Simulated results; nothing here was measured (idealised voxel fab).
Module name: voxel plated lines (process module)
Shown is cross-section cut, with a width of 190 nm and square cells of size 5 nm.
If you're reading a cross-section in this doc, picture square cells in a grid; it comes to you as bands, top ones listed first down to the bottom, and a band can be one or more rows of cells. Read a band's entry like this: the first values are the height of its top and the height of its bottom in nm, and what follows is the sequence of materials from left to right, each with its width in nm. Note that "air" is empty space, and that a single material marked "everywhere" reaches across the band from edge to edge. Heights from 0 (as-received wafer is one material below). Bottom band endless downward, as "0 down". Top row gets the first number, bottom row gets the second, and each row in between changes by the same step: that is how a band width like "30 to 40" works. What does "nothing altered" mean for a step? It means no cell of the cross-section changed in that step. "Voids, sealed" means: voids of 8 cells or more that are shut off from the top with no open way through. Written width x height at distance, distance from the left edge, in nm. Post-settings text on a step line: simulator's own remark regarding the step. The setting "overlay nm" may be written on the line of a step. When the step uses a mask, the value reports how far to the right of the planned place the mask lay, and a negative value reports that it lay to the left.

[Listed below are the process steps as planned]
- 1: RECEIVE, material Si
- 2: CONFORMAL_DEP, material Al2O3, thk nm 5
- 3: DIRECTIONAL_DEP, material TiN, thk nm 5
- 4: PATTERN, tone open, mask id LINES, material resist, width nm 20, pitch nm 35, thk nm 15, overlay nm 0
- 5: EPI, material Ru, thk nm 5
- 6: STRIP, etch materials resist
- 7: DIRECTIONAL_ETCH, etch materials TiN, depth nm 5
- 8: CONFORMAL_DEP, material SiN, thk nm 10

[The first of two wafers, run as planned]

[Wafer at receipt (post step 1), cross-section]
- 0 down = Si everywhere
- Voids, sealed: none

[The following cross-section depicts the wafer upon completion of step 2]
- 5 to 0 = Al2O3 everywhere
- Anything lower than 0 is untouched.

[The following cross-section depicts the wafer upon completion of step 3]
- 10 to 5 = TiN everywhere
- Anything lower than 5 is untouched.

[The following cross-section depicts the wafer upon completion of step 4]
- 25 to 10 = 30 of resist, 20 of air, 15 of resist, 20 of air, 15 of resist, 20 of air, 15 of resist, 20 of air, 35 of resist
- Anything lower than 10 is untouched.

[The following cross-section depicts the wafer upon completion of step 5]
- 25 to 15 = 30 of resist, 20 of air, 15 of resist, 20 of air, 15 of resist, 20 of air, 15 of resist, 20 of air, 35 of resist
- 15 to 10 = 30 of resist, 20 of Ru, 15 of resist, 20 of Ru, 15 of resist, 20 of Ru, 15 of resist, 20 of Ru, 35 of resist
- Anything lower than 10 is untouched.

[The following cross-section depicts the wafer upon completion of step 6]
- 15 to 10 = 30 of air, 20 of Ru, 15 of air, 20 of Ru, 15 of air, 20 of Ru, 15 of air, 20 of Ru, 35 of air
- Anything lower than 10 is untouched.

[The following cross-section depicts the wafer upon completion of step 7]
- 15 to 10 = 30 of air, 20 of Ru, 15 of air, 20 of Ru, 15 of air, 20 of Ru, 15 of air, 20 of Ru, 35 of air
- 10 to 5 = 30 of air, 20 of TiN, 15 of air, 20 of TiN, 15 of air, 20 of TiN, 15 of air, 20 of TiN, 35 of air
- Anything lower than 5 is untouched.

[The following cross-section depicts the wafer upon completion of step 8]
- 25 to 15 = 20 of air, 145 of SiN, 25 of air
- 15 to 10 = 30 of SiN, 20 of Ru, 15 of SiN, 20 of Ru, 15 of SiN, 20 of Ru, 15 of SiN, 20 of Ru, 35 of SiN
- 10 to 5 = 30 of SiN, 20 of TiN, 15 of SiN, 20 of TiN, 15 of SiN, 20 of TiN, 15 of SiN, 20 of TiN, 35 of SiN
- Anything lower than 5 is untouched.

[Now the other wafer: same start, same recipe, but we messed up one thing when running it. Up to and including step 3 it's the same as the first one]

[Cross-section of the second wafer when, according to plan, step 4 should have finished]
- 25 to 10 = 25 of resist, 20 of air, 15 of resist, 20 of air, 15 of resist, 20 of air, 15 of resist, 20 of air, 40 of resist
- Anything lower than 10 is untouched.

[Cross-section of the second wafer when, according to plan, step 5 should have finished]
- 25 to 15 = 25 of resist, 20 of air, 15 of resist, 20 of air, 15 of resist, 20 of air, 15 of resist, 20 of air, 40 of resist
- 15 to 10 = 25 of resist, 20 of Ru, 15 of resist, 20 of Ru, 15 of resist, 20 of Ru, 15 of resist, 20 of Ru, 40 of resist
- Anything lower than 10 is untouched.

[Cross-section of the second wafer when, according to plan, step 6 should have finished]
- 15 to 10 = 25 of air, 20 of Ru, 15 of air, 20 of Ru, 15 of air, 20 of Ru, 15 of air, 20 of Ru, 40 of air
- Anything lower than 10 is untouched.

[Cross-section of the second wafer when, according to plan, step 7 should have finished]
- 15 to 10 = 25 of air, 20 of Ru, 15 of air, 20 of Ru, 15 of air, 20 of Ru, 15 of air, 20 of Ru, 40 of air
- 10 to 5 = 25 of air, 20 of TiN, 15 of air, 20 of TiN, 15 of air, 20 of TiN, 15 of air, 20 of TiN, 40 of air
- Anything lower than 5 is untouched.

[Cross-section of the second wafer when, according to plan, step 8 should have finished]
- 25 to 15 = 15 of air, 145 of SiN, 30 of air
- 15 to 10 = 25 of SiN, 20 of Ru, 15 of SiN, 20 of Ru, 15 of SiN, 20 of Ru, 15 of SiN, 20 of Ru, 40 of SiN
- 10 to 5 = 25 of SiN, 20 of TiN, 15 of SiN, 20 of TiN, 15 of SiN, 20 of TiN, 15 of SiN, 20 of TiN, 40 of SiN
- Anything lower than 5 is untouched.
The plan and the run diverged here: step 4 deviated from plan and actually ran as PATTERN, tone open, mask id LINES, material resist, width nm 20, pitch nm 35, thk nm 15, overlay nm -5
Both wafers, final: cells per material equal; arrangement not.
